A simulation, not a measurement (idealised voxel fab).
process module | voxel plated lines
cross-section cut | 195 nm wide | cells 5 nm
A cross-section is a grid of square cells, given in bands from the top down. A band is one or more rows of cells.
Each band's line starts with the height of the band's top and of its bottom, in nm. Then come its materials from left to right, each with its width in nm. One material with "throughout" fills the band from edge to edge. "air" is empty space.
Height 0 is the level under which the wafer as received is all one material. The lowest band goes on downwards, as in "0 down".
A width such as "30 to 40" changes by the same amount from each row of cells to the next, from the band's top row to its bottom row.
"no change" after a step means that no cell of the cross-section changed.
closed voids: empty space of 8 cells or more with no open way to the top, each as width x height at its distance from the left edge, in nm
after a step's settings: what the simulator itself notes on the step
overlay nm, on a step with a mask: how far to the right of its planned place the mask lay; to the left if negative
plan
1 op RECEIVE | material Si
2 op CONFORMAL_DEP | material SiN | thk nm 10
3 op DIRECTIONAL_DEP | material TiN | thk nm 5
4 op PATTERN | tone open | mask id LINES | material resist | width nm 15 | pitch nm 35 | thk nm 35 | overlay nm -15
5 op EPI | material Ru | thk nm 10
6 op EPI | material Ru | thk nm 5
7 op EPI | material Ru | thk nm 10
8 op STRIP | etch materials resist
9 op DIRECTIONAL_ETCH | etch materials TiN | depth nm 5
10 op CONFORMAL_DEP | material SiCN | thk nm 5
varied across the wafers: overlay nm of step 4. The plan shows the first wafer's value. All wafers start alike
first wafer as received, after step 1
  0 down: Si throughout
  closed voids: none
each wafer at the end: cells of each material gained (+) or lost (-) since it was received, then its closed voids
overlay nm -15 | +30 Ru | +63 SiCN | +78 SiN | +6 TiN | closed voids: none
overlay nm -10 | +30 Ru | +63 SiCN | +78 SiN | +6 TiN | closed voids: none
overlay nm -5 | +30 Ru | +63 SiCN | +78 SiN | +6 TiN | closed voids: none
overlay nm 0 | +30 Ru | +63 SiCN | +78 SiN | +6 TiN | closed voids: none
overlay nm 5 | +30 Ru | +63 SiCN | +78 SiN | +6 TiN | closed voids: none
overlay nm 10 | +30 Ru | +63 SiCN | +78 SiN | +6 TiN | closed voids: none
overlay nm 15 | +30 Ru | +63 SiCN | +78 SiN | +6 TiN | closed voids: none
